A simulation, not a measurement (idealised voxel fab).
process module | voxel capacitor over wiring
Pictured: cross-section cut, 195 nm wide, on a grid of 5 nm square cells.
Format of a cross-section: grid, square cells. Given as bands. Order: top down. Band: one or more rows of cells. The band entry comprises the height of the band's top followed by the height of its bottom, expressed in nm, and subsequently the band's materials from left to right, each stated together with its width in nm. Where a single material is marked with the word "edge to edge", that material fills the band from edge to edge. The word "blank" represents empty space. Heights are expressed relative to 0, this being the level below which the as-received wafer comprises one material exclusively. The lowest band is unbounded in the downward direction and is denoted as in "from 0 down". Quick explanation for "30 to 40": the width changes in equal steps down the rows of cells, from the first number in the band's top row to the second number in its bottom row. Take "nothing changed" at face value: in the step it is given for, the cross-section changed in none of its cells. "Voids, sealed" contains a list of empty spaces, each no smaller than 8 cells and without an open way to the top, written in the form width x height at distance with the distance from the left edge and all three in nm. It should be noted that, on the line of a given step, the content following the step's settings is a remark produced by the simulator itself with respect to that step. overlay nm: mask right of planned place by this much (step with mask). Neg. = left. Heads up before you read on: it's before/after pairs around one process step each, after side only down to the lowest band that changed, step plus settings under the pair. Pairs can be from different runs of this module, same starting wafer, so only chain a pair onto the one above if its "Pre-step profile" entry says so.
**Pre-step profile**
> from 105 to 90: blank 55 | resist 60 | blank 80
> from 90 to 85: blank 55 | TiN 60 | blank 80
> from 85 to 80: Al2O3 edge to edge
> from 80 to 70: TiN edge to edge
> from 70 to 50: SiO2 55 | Ru 15 | SiO2 125
> from 50 to 45: SiCN 55 | Ru 15 | SiCN 125
> from 45 to 20: SiO2 40 | W 25 | SiO2 55 | W 25 | SiO2 50
> from 20 to 15: SiO2 40 | TiN 30 | SiO2 50 | TiN 30 | SiO2 45
> from 15 to 0: SiO2 edge to edge
> from 0 down: Si edge to edge
> Voids, sealed: none
**Cross-Section After Step**
> from 105 to 90: blank 55 | resist 60 | blank 80
> from 90 to 85: blank 55 | TiN 60 | blank 80
> from 85 to 80: blank 55 | Al2O3 60 | blank 80
> Below 80 it's all the same as before, nothing changed down there.
> Voids, sealed: none
It is this step that lies between the two cross-sections above: op DIRECTIONAL_ETCH | etch materials Al2O3 | depth nm 5
Pre-step profile: The prior state of this step coincides with the post-step cross-section of the pair just above.
**Cross-Section After Step**
> from 90 to 85: blank 55 | TiN 60 | blank 80
> Below 85 it's all the same as before, nothing changed down there.
> Voids, sealed: none
It is this step that lies between the two cross-sections above: op STRIP | etch materials resist
Pre-step profile: The prior state of this step coincides with the post-step cross-section of the pair just above.
**Cross-Section After Step**
> from 90 to 85: blank 55 | TiN 60 | blank 80
> from 85 to 80: blank 55 | Al2O3 60 | blank 80
> from 80 to 70: blank 50 | TiN 70 | blank 75
> Below 70 it's all the same as before, nothing changed down there.
> Voids, sealed: none
It is this step that lies between the two cross-sections above: op MASKED_ETCH | tone cover | mask id LOWER_PLATE | width nm 70 | etch materials TiN | depth nm 10 | overlay nm 0
Pre-step profile: The prior state of this step coincides with the post-step cross-section of the pair just above.
**Cross-Section After Step**
> from 105 to 90: SiO2 edge to edge
> from 90 to 85: SiO2 55 | TiN 60 | SiO2 80
> from 85 to 80: SiO2 55 | Al2O3 60 | SiO2 80
> from 80 to 70: SiO2 50 | TiN 70 | SiO2 75
> Below 70 it's all the same as before, nothing changed down there.
> Voids, sealed: none
It is this step that lies between the two cross-sections above: op FILL_DEP | material SiO2 | thk nm 15
Pre-step profile: The prior state of this step coincides with the post-step cross-section of the pair just above.
**Cross-Section After Step**
> from 100 to 90: SiO2 edge to edge
> Below 90 it's all the same as before, nothing changed down there.
> Voids, sealed: none
It is this step that lies between the two cross-sections above: op CMP | height nm 100
Pre-step profile: The prior state of this step coincides with the post-step cross-section of the pair just above.
**Cross-Section After Step**
> from 115 to 100: resist 65 | blank 15 | resist 115
> Below 100 it's all the same as before, nothing changed down there.
> Voids, sealed: none
It is this step that lies between the two cross-sections above: op PATTERN | tone open | mask id PLUG_2 | material resist | width nm 15 | thk nm 15 | overlay nm 0
Pre-step profile: The prior state of this step coincides with the post-step cross-section of the pair just above.
**Cross-Section After Step**
> from 115 to 100: resist 65 | blank 15 | resist 115
> from 100 to 90: SiO2 65 | blank 15 | SiO2 115
> Below 90 it's all the same as before, nothing changed down there.
> Voids, sealed: none
It is this step that lies between the two cross-sections above: op DIRECTIONAL_ETCH | etch materials SiO2 | depth nm 10
Pre-step profile: The prior state of this step coincides with the post-step cross-section of the pair just above.
**Cross-Section After Step**
> from 100 to 90: SiO2 65 | blank 15 | SiO2 115
> Below 90 it's all the same as before, nothing changed down there.
> Voids, sealed: none
It is this step that lies between the two cross-sections above: op STRIP | etch materials resist
Pre-step profile: The prior state of this step coincides with the post-step cross-section of the pair just above.
**Cross-Section After Step**
> from 105 to 100: TiN 70 | blank 5 | TiN 120
> from 100 to 95: SiO2 65 | TiN 5 | blank 5 | TiN 5 | SiO2 115
> from 95 to 85: SiO2 65 to 55 | TiN 15 to 60 | SiO2 115 to 80
> Below 85 it's all the same as before, nothing changed down there.
> Voids, sealed: none
It is this step that lies between the two cross-sections above: op CONFORMAL_DEP | material TiN | thk nm 5
Pre-step profile: The prior state of this step coincides with the post-step cross-section of the pair just above.
**Cross-Section After Step**
> from 115 to 105: Ru edge to edge
> from 105 to 100: TiN 70 | Ru 5 | TiN 120
> from 100 to 95: SiO2 65 | TiN 5 | Ru 5 | TiN 5 | SiO2 115
> Below 95 it's all the same as before, nothing changed down there.
> Voids, sealed: none
It is this step that lies between the two cross-sections above: op FILL_DEP | material Ru | thk nm 10
Pre-step profile: The prior state of this step coincides with the post-step cross-section of the pair just above.
**Cross-Section After Step**
> from 100 to 95: SiO2 65 | TiN 5 | Ru 5 | TiN 5 | SiO2 115
> Below 95 it's all the same as before, nothing changed down there.
> Voids, sealed: none
It is this step that lies between the two cross-sections above: op CMP | height nm 100
Pre-step profile: The prior state of this step coincides with the post-step cross-section of the pair just above.
**Cross-Section After Step**
> from 105 to 100: SiCN edge to edge
> Below 100 it's all the same as before, nothing changed down there.
> Voids, sealed: none
It is this step that lies between the two cross-sections above: op CONFORMAL_DEP | material SiCN | thk nm 5
**Pre-step profile**
> from 45 to 20: blank 45 | W 25 | blank 55 | W 25 | blank 45
> from 20 to 15: blank 45 | TiN 25 | blank 55 | TiN 25 | blank 45
> from 15 to 0: SiO2 edge to edge
> from 0 down: Si edge to edge
> Voids, sealed: none
**Cross-Section After Step**
> from 55 to 45: SiCN edge to edge
> from 45 to 20: SiCN 45 | W 25 | SiCN 55 | W 25 | SiCN 45
> from 20 to 15: SiCN 45 | TiN 25 | SiCN 55 | TiN 25 | SiCN 45
> Below 15 it's all the same as before, nothing changed down there.
> Voids, sealed: none
It is this step that lies between the two cross-sections above: op FILL_DEP | material SiCN | thk nm 10
Pre-step profile: The prior state of this step coincides with the post-step cross-section of the pair just above.
**Cross-Section After Step**
> from 45 to 20: SiCN 45 | W 25 | SiCN 55 | W 25 | SiCN 45
> Below 20 it's all the same as before, nothing changed down there.
> Voids, sealed: none
It is this step that lies between the two cross-sections above: op CMP | height nm 45
Pre-step profile: The prior state of this step coincides with the post-step cross-section of the pair just above.
**Cross-Section After Step**
> from 50 to 45: SiCN edge to edge
> Below 45 it's all the same as before, nothing changed down there.
> Voids, sealed: none
It is this step that lies between the two cross-sections above: op CONFORMAL_DEP | material SiCN | thk nm 5
Pre-step profile: The prior state of this step coincides with the post-step cross-section of the pair just above.
**Cross-Section After Step**
> from 70 to 50: SiO2 edge to edge
> Below 50 it's all the same as before, nothing changed down there.
> Voids, sealed: none
It is this step that lies between the two cross-sections above: op DIRECTIONAL_DEP | material SiO2 | thk nm 20
Pre-step profile: The prior state of this step coincides with the post-step cross-section of the pair just above.
**Cross-Section After Step**
> from 90 to 70: resist 55 | blank 15 | resist 125
> Below 70 it's all the same as before, nothing changed down there.
> Voids, sealed: none
It is this step that lies between the two cross-sections above: op PATTERN | tone open | mask id PLUG_1 | material resist | width nm 15 | thk nm 20 | overlay nm 0
Pre-step profile: The prior state of this step coincides with the post-step cross-section of the pair just above.
**Cross-Section After Step**
> from 90 to 70: resist 55 | blank 15 | resist 125
> from 70 to 50: SiO2 55 | blank 15 | SiO2 125
> Below 50 it's all the same as before, nothing changed down there.
> Voids, sealed: none
It is this step that lies between the two cross-sections above: op DIRECTIONAL_ETCH | etch materials SiO2 | depth nm 20
Pre-step profile: The prior state of this step coincides with the post-step cross-section of the pair just above.
**Cross-Section After Step**
> from 90 to 70: resist 55 | blank 15 | resist 125
> from 70 to 50: SiO2 55 | blank 15 | SiO2 125
> from 50 to 45: SiCN 55 | blank 15 | SiCN 125
> Below 45 it's all the same as before, nothing changed down there.
> Voids, sealed: none
It is this step that lies between the two cross-sections above: op DIRECTIONAL_ETCH | etch materials SiCN | depth nm 5
Pre-step profile: The prior state of this step coincides with the post-step cross-section of the pair just above.
**Cross-Section After Step**
> from 70 to 50: SiO2 55 | blank 15 | SiO2 125
> Below 50 it's all the same as before, nothing changed down there.
> Voids, sealed: none
It is this step that lies between the two cross-sections above: op STRIP | etch materials resist
Pre-step profile: The prior state of this step coincides with the post-step cross-section of the pair just above.
**Cross-Section After Step**
> from 70 to 55: SiO2 55 | blank 15 | SiO2 125
> from 55 to 50: SiO2 55 | Ru 15 | SiO2 125
> from 50 to 45: SiCN 55 | Ru 15 | SiCN 125
> Below 45 it's all the same as before, nothing changed down there.
> Voids, sealed: none
It is this step that lies between the two cross-sections above: op EPI | material Ru | thk nm 10
Pre-step profile: The prior state of this step coincides with the post-step cross-section of the pair just above.
**Cross-Section After Step**
> from 70 to 65: SiO2 55 | blank 15 | SiO2 125
> from 65 to 50: SiO2 55 | Ru 15 | SiO2 125
> Below 50 it's all the same as before, nothing changed down there.
> Voids, sealed: none
It is this step that lies between the two cross-sections above: op EPI | material Ru | thk nm 10
Pre-step profile: The prior state of this step coincides with the post-step cross-section of the pair just above.
**Cross-Section After Step**
> from 70 to 50: SiO2 55 | Ru 15 | SiO2 125
> Below 50 it's all the same as before, nothing changed down there.
> Voids, sealed: none
It is this step that lies between the two cross-sections above: op EPI | material Ru | thk nm 5
Pre-step profile: The prior state of this step coincides with the post-step cross-section of the pair just above.
**Cross-Section After Step**
> from 80 to 70: TiN edge to edge
> Below 70 it's all the same as before, nothing changed down there.
> Voids, sealed: none
It is this step that lies between the two cross-sections above: op DIRECTIONAL_DEP | material TiN | thk nm 10
Pre-step profile: The prior state of this step coincides with the post-step cross-section of the pair just above.
**Cross-Section After Step**
> from 85 to 80: Al2O3 edge to edge
> Below 80 it's all the same as before, nothing changed down there.
> Voids, sealed: none
It is this step that lies between the two cross-sections above: op DIRECTIONAL_DEP | material Al2O3 | thk nm 5
Pre-step profile: The prior state of this step coincides with the post-step cross-section of the pair just above.
**Cross-Section After Step**
> from 90 to 85: TiN edge to edge
> Below 85 it's all the same as before, nothing changed down there.
> Voids, sealed: none
It is this step that lies between the two cross-sections above: op DIRECTIONAL_DEP | material TiN | thk nm 5
Pre-step profile: The prior state of this step coincides with the post-step cross-section of the pair just above.
**Cross-Section After Step**
> from 105 to 90: blank 55 | resist 60 | blank 80
> Below 90 it's all the same as before, nothing changed down there.
> Voids, sealed: none
It is this step that lies between the two cross-sections above: op PATTERN | tone cover | mask id UPPER_PLATE | material resist | width nm 60 | thk nm 15 | overlay nm 0
Pre-step profile: The prior state of this step coincides with the post-step cross-section of the pair just above.
**Cross-Section After Step**
> from 105 to 90: blank 55 | resist 60 | blank 80
> from 90 to 85: blank 55 | TiN 60 | blank 80
> Below 85 it's all the same as before, nothing changed down there.
> Voids, sealed: none
It is this step that lies between the two cross-sections above: op DIRECTIONAL_ETCH | etch materials TiN | depth nm 5
Pre-step profile: The prior state of this step coincides with the post-step cross-section of the pair just above.
**Cross-Section After Step**
> from 105 to 90: blank 55 | resist 60 | blank 80
> from 90 to 85: blank 55 | TiN 60 | blank 80
> from 85 to 80: blank 55 | Al2O3 60 | blank 80
> Below 80 it's all the same as before, nothing changed down there.
> Voids, sealed: none
It is this step that lies between the two cross-sections above: op DIRECTIONAL_ETCH | etch materials Al2O3 | depth nm 5
Pre-step profile: The prior state of this step coincides with the post-step cross-section of the pair just above.
**Cross-Section After Step**
> from 90 to 85: blank 55 | TiN 60 | blank 80
> Below 85 it's all the same as before, nothing changed down there.
> Voids, sealed: none
It is this step that lies between the two cross-sections above: op STRIP | etch materials resist
Pre-step profile: The prior state of this step coincides with the post-step cross-section of the pair just above.
**Cross-Section After Step**
> from 90 to 85: blank 55 | TiN 60 | blank 80
> from 85 to 80: blank 55 | Al2O3 60 | blank 80
> from 80 to 70: blank 50 | TiN 70 | blank 75
> Below 70 it's all the same as before, nothing changed down there.
> Voids, sealed: none
It is this step that lies between the two cross-sections above: op MASKED_ETCH | tone cover | mask id LOWER_PLATE | width nm 70 | etch materials TiN | depth nm 10 | overlay nm 0
Pre-step profile: The prior state of this step coincides with the post-step cross-section of the pair just above.
**Cross-Section After Step**
> from 105 to 90: SiO2 edge to edge
> from 90 to 85: SiO2 55 | TiN 60 | SiO2 80
> from 85 to 80: SiO2 55 | Al2O3 60 | SiO2 80
> from 80 to 70: SiO2 50 | TiN 70 | SiO2 75
> Below 70 it's all the same as before, nothing changed down there.
> Voids, sealed: none
It is this step that lies between the two cross-sections above: op FILL_DEP | material SiO2 | thk nm 15
Pre-step profile: The prior state of this step coincides with the post-step cross-section of the pair just above.
**Cross-Section After Step**
> from 100 to 90: SiO2 edge to edge
> Below 90 it's all the same as before, nothing changed down there.
> Voids, sealed: none
It is this step that lies between the two cross-sections above: op CMP | height nm 100
Pre-step profile: The prior state of this step coincides with the post-step cross-section of the pair just above.
**Cross-Section After Step**
> from 115 to 100: resist 65 | blank 15 | resist 115
> Below 100 it's all the same as before, nothing changed down there.
> Voids, sealed: none
It is this step that lies between the two cross-sections above: op PATTERN | tone open | mask id PLUG_2 | material resist | width nm 15 | thk nm 15 | overlay nm 0
Pre-step profile: The prior state of this step coincides with the post-step cross-section of the pair just above.
**Cross-Section After Step**
> from 115 to 100: resist 65 | blank 15 | resist 115
> from 100 to 90: SiO2 65 | blank 15 | SiO2 115
> Below 90 it's all the same as before, nothing changed down there.
> Voids, sealed: none
It is this step that lies between the two cross-sections above: op DIRECTIONAL_ETCH | etch materials SiO2 | depth nm 10
Pre-step profile: The prior state of this step coincides with the post-step cross-section of the pair just above.
**Cross-Section After Step**
> from 100 to 90: SiO2 65 | blank 15 | SiO2 115
> Below 90 it's all the same as before, nothing changed down there.
> Voids, sealed: none
It is this step that lies between the two cross-sections above: op STRIP | etch materials resist
Pre-step profile: The prior state of this step coincides with the post-step cross-section of the pair just above.
**Cross-Section After Step**
> from 105 to 100: TiN 70 | blank 5 | TiN 120
> from 100 to 95: SiO2 65 | TiN 5 | blank 5 | TiN 5 | SiO2 115
> from 95 to 85: SiO2 65 to 55 | TiN 15 to 60 | SiO2 115 to 80
> Below 85 it's all the same as before, nothing changed down there.
> Voids, sealed: none
It is this step that lies between the two cross-sections above: op CONFORMAL_DEP | material TiN | thk nm 5
Pre-step profile: The prior state of this step coincides with the post-step cross-section of the pair just above.
**Cross-Section After Step**
> from 115 to 105: Ru edge to edge
> from 105 to 100: TiN 70 | Ru 5 | TiN 120
> from 100 to 95: SiO2 65 | TiN 5 | Ru 5 | TiN 5 | SiO2 115
> Below 95 it's all the same as before, nothing changed down there.
> Voids, sealed: none
It is this step that lies between the two cross-sections above: op FILL_DEP | material Ru | thk nm 10
Pre-step profile: The prior state of this step coincides with the post-step cross-section of the pair just above.
**Cross-Section After Step**
> from 100 to 95: SiO2 65 | TiN 5 | Ru 5 | TiN 5 | SiO2 115
> Below 95 it's all the same as before, nothing changed down there.
> Voids, sealed: none
It is this step that lies between the two cross-sections above: op CMP | height nm 100
Pre-step profile: The prior state of this step coincides with the post-step cross-section of the pair just above.
**Cross-Section After Step**
> from 105 to 100: SiCN edge to edge
> Below 100 it's all the same as before, nothing changed down there.
> Voids, sealed: none
It is this step that lies between the two cross-sections above: op CONFORMAL_DEP | material SiCN | thk nm 5
**Pre-step profile**
> from 45 to 20: W edge to edge
> from 20 to 15: TiN edge to edge
> from 15 to 0: SiO2 edge to edge
> from 0 down: Si edge to edge
> Voids, sealed: none
**Cross-Section After Step**
> from 45 to 20: W 45 | blank 25 | W 55 | blank 25 | W 45
> Below 20 it's all the same as before, nothing changed down there.
> Voids, sealed: none
It is this step that lies between the two cross-sections above: op MASKED_ETCH | tone open | mask id METAL_1 | width nm 25 | pitch nm 80 | etch materials W | depth nm 25 | overlay nm 0
Pre-step profile: The prior state of this step coincides with the post-step cross-section of the pair just above.
**Cross-Section After Step**
> from 55 to 45: SiO2 edge to edge
> from 45 to 20: W 45 | SiO2 25 | W 55 | SiO2 25 | W 45
> Below 20 it's all the same as before, nothing changed down there.
> Voids, sealed: none
It is this step that lies between the two cross-sections above: op FILL_DEP | material SiO2 | thk nm 10
Pre-step profile: The prior state of this step coincides with the post-step cross-section of the pair just above.
**Cross-Section After Step**
> from 45 to 20: W 45 | SiO2 25 | W 55 | SiO2 25 | W 45
> Below 20 it's all the same as before, nothing changed down there.
> Voids, sealed: none
It is this step that lies between the two cross-sections above: op CMP | height nm 45
Pre-step profile: The prior state of this step coincides with the post-step cross-section of the pair just above.
**Cross-Section After Step**
> from 50 to 45: SiCN edge to edge
> Below 45 it's all the same as before, nothing changed down there.
> Voids, sealed: none
It is this step that lies between the two cross-sections above: op CONFORMAL_DEP | material SiCN | thk nm 5
Pre-step profile: The prior state of this step coincides with the post-step cross-section of the pair just above.
**Cross-Section After Step**
> from 70 to 50: SiO2 edge to edge
> Below 50 it's all the same as before, nothing changed down there.
> Voids, sealed: none
It is this step that lies between the two cross-sections above: op DIRECTIONAL_DEP | material SiO2 | thk nm 20
Pre-step profile: The prior state of this step coincides with the post-step cross-section of the pair just above.
**Cross-Section After Step**
> from 90 to 70: resist 55 | blank 15 | resist 125
> Below 70 it's all the same as before, nothing changed down there.
> Voids, sealed: none
It is this step that lies between the two cross-sections above: op PATTERN | tone open | mask id PLUG_1 | material resist | width nm 15 | thk nm 20 | overlay nm 0
Pre-step profile: The prior state of this step coincides with the post-step cross-section of the pair just above.
**Cross-Section After Step**
> from 90 to 70: resist 55 | blank 15 | resist 125
> from 70 to 50: SiO2 55 | blank 15 | SiO2 125
> Below 50 it's all the same as before, nothing changed down there.
> Voids, sealed: none
It is this step that lies between the two cross-sections above: op DIRECTIONAL_ETCH | etch materials SiO2 | depth nm 20
Pre-step profile: The prior state of this step coincides with the post-step cross-section of the pair just above.
**Cross-Section After Step**
> from 90 to 70: resist 55 | blank 15 | resist 125
> from 70 to 50: SiO2 55 | blank 15 | SiO2 125
> from 50 to 45: SiCN 55 | blank 15 | SiCN 125
> Below 45 it's all the same as before, nothing changed down there.
> Voids, sealed: none
It is this step that lies between the two cross-sections above: op DIRECTIONAL_ETCH | etch materials SiCN | depth nm 5
Pre-step profile: The prior state of this step coincides with the post-step cross-section of the pair just above.
**Cross-Section After Step**
> from 70 to 50: SiO2 55 | blank 15 | SiO2 125
> Below 50 it's all the same as before, nothing changed down there.
> Voids, sealed: none
It is this step that lies between the two cross-sections above: op STRIP | etch materials resist
Pre-step profile: The prior state of this step coincides with the post-step cross-section of the pair just above.
**Cross-Section After Step**
> from 80 to 70: TiN 55 | blank 15 | TiN 125
> from 70 to 55: SiO2 55 | blank 15 | SiO2 125
> from 55 to 50: SiO2 55 | TiN 15 | SiO2 125
> from 50 to 45: SiCN 55 | TiN 15 | SiCN 125
> Below 45 it's all the same as before, nothing changed down there.
> Voids, sealed: none
It is this step that lies between the two cross-sections above: op DIRECTIONAL_DEP | material TiN | thk nm 10
Pre-step profile: The prior state of this step coincides with the post-step cross-section of the pair just above.
**Cross-Section After Step**
> from 85 to 80: Al2O3 55 | blank 15 | Al2O3 125
> from 80 to 70: TiN 55 | blank 15 | TiN 125
> from 70 to 60: SiO2 55 | blank 15 | SiO2 125
> from 60 to 55: SiO2 55 | Al2O3 15 | SiO2 125
> Below 55 it's all the same as before, nothing changed down there.
> Voids, sealed: none
It is this step that lies between the two cross-sections above: op DIRECTIONAL_DEP | material Al2O3 | thk nm 5
Pre-step profile: The prior state of this step coincides with the post-step cross-section of the pair just above.
**Cross-Section After Step**
> from 90 to 85: TiN 55 | blank 15 | TiN 125
> from 85 to 80: Al2O3 55 | blank 15 | Al2O3 125
> from 80 to 70: TiN 55 | blank 15 | TiN 125
> from 70 to 65: SiO2 55 | blank 15 | SiO2 125
> from 65 to 60: SiO2 55 | TiN 15 | SiO2 125
> Below 60 it's all the same as before, nothing changed down there.
> Voids, sealed: none
It is this step that lies between the two cross-sections above: op DIRECTIONAL_DEP | material TiN | thk nm 5
Pre-step profile: The prior state of this step coincides with the post-step cross-section of the pair just above.
**Cross-Section After Step**
> from 105 to 90: blank 55 | resist 60 | blank 80
> from 90 to 85: TiN 55 | resist 15 | TiN 125
> from 85 to 80: Al2O3 55 | resist 15 | Al2O3 125
> from 80 to 70: TiN 55 | resist 15 | TiN 125
> from 70 to 65: SiO2 55 | resist 15 | SiO2 125
> Below 65 it's all the same as before, nothing changed down there.
> Voids, sealed: none
It is this step that lies between the two cross-sections above: op PATTERN | tone cover | mask id UPPER_PLATE | material resist | width nm 60 | thk nm 15 | overlay nm 0
Pre-step profile: The prior state of this step coincides with the post-step cross-section of the pair just above.
**Cross-Section After Step**
> from 105 to 90: blank 55 | resist 60 | blank 80
> from 90 to 85: blank 55 | resist 15 | TiN 45 | blank 80
> Below 85 it's all the same as before, nothing changed down there.
> Voids, sealed: none
It is this step that lies between the two cross-sections above: op DIRECTIONAL_ETCH | etch materials TiN | depth nm 5
Pre-step profile: The prior state of this step coincides with the post-step cross-section of the pair just above.
**Cross-Section After Step**
> from 105 to 90: blank 55 | resist 60 | blank 80
> from 90 to 85: blank 55 | resist 15 | TiN 45 | blank 80
> from 85 to 80: blank 55 | resist 15 | Al2O3 45 | blank 80
> Below 80 it's all the same as before, nothing changed down there.
> Voids, sealed: none
It is this step that lies between the two cross-sections above: op DIRECTIONAL_ETCH | etch materials Al2O3 | depth nm 5
Pre-step profile: The prior state of this step coincides with the post-step cross-section of the pair just above.
**Cross-Section After Step**
> from 90 to 85: blank 70 | TiN 45 | blank 80
> from 85 to 80: blank 70 | Al2O3 45 | blank 80
> from 80 to 70: TiN 55 | blank 15 | TiN 125
> from 70 to 65: SiO2 55 | blank 15 | SiO2 125
> Below 65 it's all the same as before, nothing changed down there.
> Voids, sealed: none
It is this step that lies between the two cross-sections above: op STRIP | etch materials resist
Pre-step profile: The prior state of this step coincides with the post-step cross-section of the pair just above.
**Cross-Section After Step**
> from 90 to 85: blank 70 | TiN 45 | blank 80
> from 85 to 80: blank 70 | Al2O3 45 | blank 80
> from 80 to 70: blank 50 | TiN 5 | blank 15 | TiN 50 | blank 75
> Below 70 it's all the same as before, nothing changed down there.
> Voids, sealed: none
It is this step that lies between the two cross-sections above: op MASKED_ETCH | tone cover | mask id LOWER_PLATE | width nm 70 | etch materials TiN | depth nm 10 | overlay nm 0
Pre-step profile: The prior state of this step coincides with the post-step cross-section of the pair just above.
**Cross-Section After Step**
> from 105 to 90: SiO2 edge to edge
> from 90 to 85: SiO2 70 | TiN 45 | SiO2 80
> from 85 to 80: SiO2 70 | Al2O3 45 | SiO2 80
> from 80 to 70: SiO2 50 | TiN 5 | SiO2 15 | TiN 50 | SiO2 75
> from 70 to 65: SiO2 edge to edge
> Below 65 it's all the same as before, nothing changed down there.
> Voids, sealed: none
It is this step that lies between the two cross-sections above: op FILL_DEP | material SiO2 | thk nm 15
Pre-step profile: The prior state of this step coincides with the post-step cross-section of the pair just above.
**Cross-Section After Step**
> from 100 to 90: SiO2 edge to edge
> Below 90 it's all the same as before, nothing changed down there.
> Voids, sealed: none
It is this step that lies between the two cross-sections above: op CMP | height nm 100
Pre-step profile: The prior state of this step coincides with the post-step cross-section of the pair just above.
**Cross-Section After Step**
> from 115 to 100: resist 65 | blank 15 | resist 115
> Below 100 it's all the same as before, nothing changed down there.
> Voids, sealed: none
It is this step that lies between the two cross-sections above: op PATTERN | tone open | mask id PLUG_2 | material resist | width nm 15 | thk nm 15 | overlay nm 0
Pre-step profile: The prior state of this step coincides with the post-step cross-section of the pair just above.
**Cross-Section After Step**
> from 115 to 100: resist 65 | blank 15 | resist 115
> from 100 to 90: SiO2 65 | blank 15 | SiO2 115
> Below 90 it's all the same as before, nothing changed down there.
> Voids, sealed: none
It is this step that lies between the two cross-sections above: op DIRECTIONAL_ETCH | etch materials SiO2 | depth nm 10
Pre-step profile: The prior state of this step coincides with the post-step cross-section of the pair just above.
**Cross-Section After Step**
> from 100 to 90: SiO2 65 | blank 15 | SiO2 115
> Below 90 it's all the same as before, nothing changed down there.
> Voids, sealed: none
It is this step that lies between the two cross-sections above: op STRIP | etch materials resist
Pre-step profile: The prior state of this step coincides with the post-step cross-section of the pair just above.
**Cross-Section After Step**
> from 105 to 100: TiN 70 | blank 5 | TiN 120
> from 100 to 95: SiO2 65 | TiN 5 | blank 5 | TiN 5 | SiO2 115
> from 95 to 85: SiO2 65 to 70 | TiN 15 to 45 | SiO2 115 to 80
> Below 85 it's all the same as before, nothing changed down there.
> Voids, sealed: none
It is this step that lies between the two cross-sections above: op CONFORMAL_DEP | material TiN | thk nm 5
Pre-step profile: The prior state of this step coincides with the post-step cross-section of the pair just above.
**Cross-Section After Step**
> from 115 to 105: Ru edge to edge
> from 105 to 100: TiN 70 | Ru 5 | TiN 120
> from 100 to 95: SiO2 65 | TiN 5 | Ru 5 | TiN 5 | SiO2 115
> Below 95 it's all the same as before, nothing changed down there.
> Voids, sealed: none
It is this step that lies between the two cross-sections above: op FILL_DEP | material Ru | thk nm 10
Pre-step profile: The prior state of this step coincides with the post-step cross-section of the pair just above.
**Cross-Section After Step**
> from 100 to 95: SiO2 65 | TiN 5 | Ru 5 | TiN 5 | SiO2 115
> Below 95 it's all the same as before, nothing changed down there.
> Voids, sealed: none
It is this step that lies between the two cross-sections above: op CMP | height nm 100
Pre-step profile: The prior state of this step coincides with the post-step cross-section of the pair just above.
**Cross-Section After Step**
> from 105 to 100: SiCN edge to edge
> Below 100 it's all the same as before, nothing changed down there.
> Voids, sealed: none
It is this step that lies between the two cross-sections above: op CONFORMAL_DEP | material SiCN | thk nm 5
